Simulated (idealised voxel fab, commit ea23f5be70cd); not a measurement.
process module | voxel wiring stack
cross-section cut | 220 nm wide | cells 5 nm
A cross-section is a grid of square cells, given in bands from the top down. A band is one or more rows of cells.
Each band's line starts with the height of the band's top and of its bottom, in nm. Then come its materials from left to right, each with its width in nm. One material with "throughout" fills the band from edge to edge. "air" is empty space.
Height 0 is the level under which the wafer as received is all one material. The lowest band goes on downwards, as in "0 down".
A width such as "30 to 40" changes by the same amount from each row of cells to the next, from the band's top row to its bottom row.
"no change" after a step means that no cell of the cross-section changed.
closed voids: empty space of 8 cells or more with no open way to the top, each as width x height at its distance from the left edge, in nm
after a step's settings: what the simulator itself notes on the step
overlay nm, on a step with a mask: how far to the right of its planned place the mask lay; to the left if negative
plan
1 op RECEIVE | material Si
2 op CONFORMAL_DEP | material SiO2 | thk nm 15
3 op CONFORMAL_DEP | material SiN | thk nm 5
4 op DIRECTIONAL_DEP | material SiO2 | thk nm 25
5 op MASKED_ETCH | tone open | mask id METAL_1 | width nm 25 | pitch nm 45 | etch materials SiO2 | depth nm 25 | overlay nm 0
6 op MASKED_ETCH | tone open | mask id METAL_1 | width nm 25 | pitch nm 45 | etch materials SiN | depth nm 5 | overlay nm 0
7 op CONFORMAL_DEP | material TiN | thk nm 5
8 op FILL_DEP | material Cu | thk nm 10
9 op CMP | height nm 45
10 op CONFORMAL_DEP | material SiCN | thk nm 5
11 op DIRECTIONAL_DEP | material SiO2 | thk nm 15
12 op MASKED_ETCH | tone open | mask id PLUG_1 | width nm 15 | pitch nm 45 | etch materials SiO2 | depth nm 15 | overlay nm 0
13 op MASKED_ETCH | tone open | mask id PLUG_1 | width nm 15 | pitch nm 45 | etch materials SiCN | depth nm 5 | overlay nm 0
14 op EPI | material Ru | thk nm 10
15 op EPI | material Ru | thk nm 10
16 op CONFORMAL_DEP | material SiN | thk nm 5
17 op DIRECTIONAL_DEP | material lowk | thk nm 10
18 op PATTERN | tone open | mask id METAL_2 | material resist | width nm 25 | pitch nm 45 | thk nm 20 | overlay nm 0
19 op DIRECTIONAL_ETCH | etch materials lowk | depth nm 20
20 op DIRECTIONAL_ETCH | etch materials SiN | depth nm 5
21 op STRIP | etch materials resist
22 op CONFORMAL_DEP | material TiN | thk nm 5
23 op FILL_DEP | material Cu | thk nm 10
24 op CMP | height nm 90
25 op CONFORMAL_DEP | material SiCN | thk nm 5
26 op DIRECTIONAL_DEP | material SiO2 | thk nm 30
27 op MASKED_ETCH | tone open | mask id METAL_3_HOLES | width nm 15 | pitch nm 45 | etch materials SiO2 | depth nm 30 | overlay nm 0
28 op MASKED_ETCH | tone open | mask id METAL_3 | width nm 25 | pitch nm 45 | etch materials SiO2 | depth nm 20 | overlay nm 0
29 op MASKED_ETCH | tone open | mask id METAL_3 | width nm 25 | pitch nm 45 | etch materials SiCN | depth nm 5 | overlay nm 0
30 op CONFORMAL_DEP | material TiN | thk nm 5
31 op FILL_DEP | material Cu | thk nm 10
32 op CMP | height nm 125
33 op CONFORMAL_DEP | material SiCN | thk nm 5
34 op DIRECTIONAL_DEP | material lowk | thk nm 25
35 op MASKED_ETCH | tone open | mask id METAL_4_HOLES | width nm 15 | pitch nm 90 | etch materials lowk | depth nm 25 | overlay nm 0
36 op PATTERN | tone open | mask id METAL_4 | material resist | width nm 25 | pitch nm 45 | thk nm 20 | overlay nm 0
37 op DIRECTIONAL_ETCH | etch materials lowk | depth nm 15
38 op DIRECTIONAL_ETCH | etch materials SiCN | depth nm 5
39 op STRIP | etch materials resist
40 op CONFORMAL_DEP | material TiN | thk nm 5
41 op FILL_DEP | material Cu | thk nm 10
42 op CMP | height nm 155
43 op CONFORMAL_DEP | material SiCN | thk nm 5
varied across the wafers: thk nm of step 17. The plan shows the first wafer's value. All wafers start alike
first wafer as received, after step 1
  0 down: Si throughout
  closed voids: none
first wafer at the end, after step 43
  160 to 155: SiCN throughout
  155 to 145: lowk 50 | TiN 5 | Cu 15 | TiN 5 | lowk 20 | TiN 5 | Cu 15 | TiN 5 | lowk 20 | TiN 5 | Cu 15 | TiN 5 | lowk 55
  145 to 140: lowk 50 | TiN 5 | Cu 5 | TiN 15 | lowk 20 | TiN 25 | lowk 20 | TiN 5 | Cu 5 | TiN 15 | lowk 55
  140 to 130: lowk 50 | TiN 5 | Cu 5 | TiN 5 | lowk 75 | TiN 5 | Cu 5 | TiN 5 | lowk 65
  130 to 125: SiCN 50 | TiN 15 | SiCN 75 | TiN 15 | SiCN 65
  125 to 110: SiO2 50 | TiN 5 | Cu 15 | TiN 5 | SiO2 20 | TiN 5 | Cu 15 | TiN 5 | SiO2 20 | TiN 5 | Cu 15 | TiN 5 | SiO2 55
  110 to 105: SiO2 50 | TiN 5 | Cu 5 | TiN 15 | SiO2 20 | TiN 5 | Cu 5 | TiN 15 | SiO2 20 | TiN 5 | Cu 5 | TiN 15 | SiO2 55
  105 to 95: SiO2 50 | TiN 5 | Cu 5 | TiN 5 | SiO2 30 | TiN 5 | Cu 5 | TiN 5 | SiO2 30 | TiN 5 | Cu 5 | TiN 5 | SiO2 65
  95 to 90: SiCN 50 | TiN 15 | SiCN 30 | TiN 15 | SiCN 30 | TiN 15 | SiCN 65
  90 to 85: Cu throughout
  85 to 80: TiN 55 | Cu 15 | TiN 30 | Cu 15 | TiN 30 | Cu 15 | TiN 60
  80 to 70: lowk 50 | TiN 5 | Cu 15 | TiN 5 | lowk 20 | TiN 5 | Cu 15 | TiN 5 | lowk 20 | TiN 5 | Cu 15 | TiN 5 | lowk 55
  70 to 65: SiN 50 | TiN 25 | SiN 20 | TiN 25 | SiN 20 | TiN 25 | SiN 55
  65 to 50: SiO2 50 | Ru 15 | SiO2 30 | Ru 15 | SiO2 30 | Ru 15 | SiO2 65
  50 to 45: SiCN 50 | Ru 15 | SiCN 30 | Ru 15 | SiCN 30 | Ru 15 | SiCN 65
  45 to 20: SiO2 50 | TiN 5 | Cu 15 | TiN 5 | SiO2 20 | TiN 5 | Cu 15 | TiN 5 | SiO2 20 | TiN 5 | Cu 15 | TiN 5 | SiO2 55
  20 to 15: SiN 50 | TiN 25 | SiN 20 | TiN 25 | SiN 20 | TiN 25 | SiN 55
  15 to 0: SiO2 throughout
  0 down: Si throughout
  closed voids: none
last wafer at the end
  160 to 155: SiCN throughout
  155 to 145: lowk 50 | TiN 5 | Cu 15 | TiN 5 | lowk 20 | TiN 5 | Cu 15 | TiN 5 | lowk 20 | TiN 5 | Cu 15 | TiN 5 | lowk 55
  145 to 140: lowk 50 | TiN 5 | Cu 5 | TiN 15 | lowk 20 | TiN 25 | lowk 20 | TiN 5 | Cu 5 | TiN 15 | lowk 55
  140 to 130: lowk 50 | TiN 5 | Cu 5 | TiN 5 | lowk 75 | TiN 5 | Cu 5 | TiN 5 | lowk 65
  130 to 125: SiCN 50 | TiN 15 | SiCN 75 | TiN 15 | SiCN 65
  125 to 110: SiO2 50 | TiN 5 | Cu 15 | TiN 5 | SiO2 20 | TiN 5 | Cu 15 | TiN 5 | SiO2 20 | TiN 5 | Cu 15 | TiN 5 | SiO2 55
  110 to 105: SiO2 50 | TiN 5 | Cu 5 | TiN 15 | SiO2 20 | TiN 5 | Cu 5 | TiN 15 | SiO2 20 | TiN 5 | Cu 5 | TiN 15 | SiO2 55
  105 to 95: SiO2 50 | TiN 5 | Cu 5 | TiN 5 | SiO2 30 | TiN 5 | Cu 5 | TiN 5 | SiO2 30 | TiN 5 | Cu 5 | TiN 5 | SiO2 65
  95 to 90: SiCN 50 | TiN 15 | SiCN 30 | TiN 15 | SiCN 30 | TiN 15 | SiCN 65
  90 to 85: lowk 50 | TiN 25 | lowk 20 | TiN 25 | lowk 20 | TiN 25 | lowk 55
  85 to 70: lowk throughout
  70 to 65: SiN throughout
  65 to 50: SiO2 50 | Ru 15 | SiO2 30 | Ru 15 | SiO2 30 | Ru 15 | SiO2 65
  50 to 45: SiCN 50 | Ru 15 | SiCN 30 | Ru 15 | SiCN 30 | Ru 15 | SiCN 65
  45 to 20: SiO2 50 | TiN 5 | Cu 15 | TiN 5 | SiO2 20 | TiN 5 | Cu 15 | TiN 5 | SiO2 20 | TiN 5 | Cu 15 | TiN 5 | SiO2 55
  20 to 15: SiN 50 | TiN 25 | SiN 20 | TiN 25 | SiN 20 | TiN 25 | SiN 55
  15 to 0: SiO2 throughout
  0 down: Si throughout
  closed voids: none
each wafer at the end: cells of each material gained (+) or lost (-) since it was received, then its closed voids
thk nm 10 | +176 Cu | +36 Ru | +152 SiCN | +58 SiN | +568 SiO2 | +197 TiN | +221 lowk | closed voids: none
thk nm 15 | +141 Cu | +36 Ru | +152 SiCN | +58 SiN | +568 SiO2 | +203 TiN | +250 lowk | closed voids: none
thk nm 20 | +141 Cu | +36 Ru | +152 SiCN | +58 SiN | +568 SiO2 | +174 TiN | +279 lowk | closed voids: none
thk nm 25 | +123 Cu | +36 Ru | +152 SiCN | +73 SiN | +568 SiO2 | +162 TiN | +294 lowk | closed voids: none
thk nm 30 | +114 Cu | +36 Ru | +152 SiCN | +73 SiN | +568 SiO2 | +156 TiN | +309 lowk | closed voids: none
thk nm 35 | +105 Cu | +36 Ru | +152 SiCN | +73 SiN | +568 SiO2 | +150 TiN | +324 lowk | closed voids: none
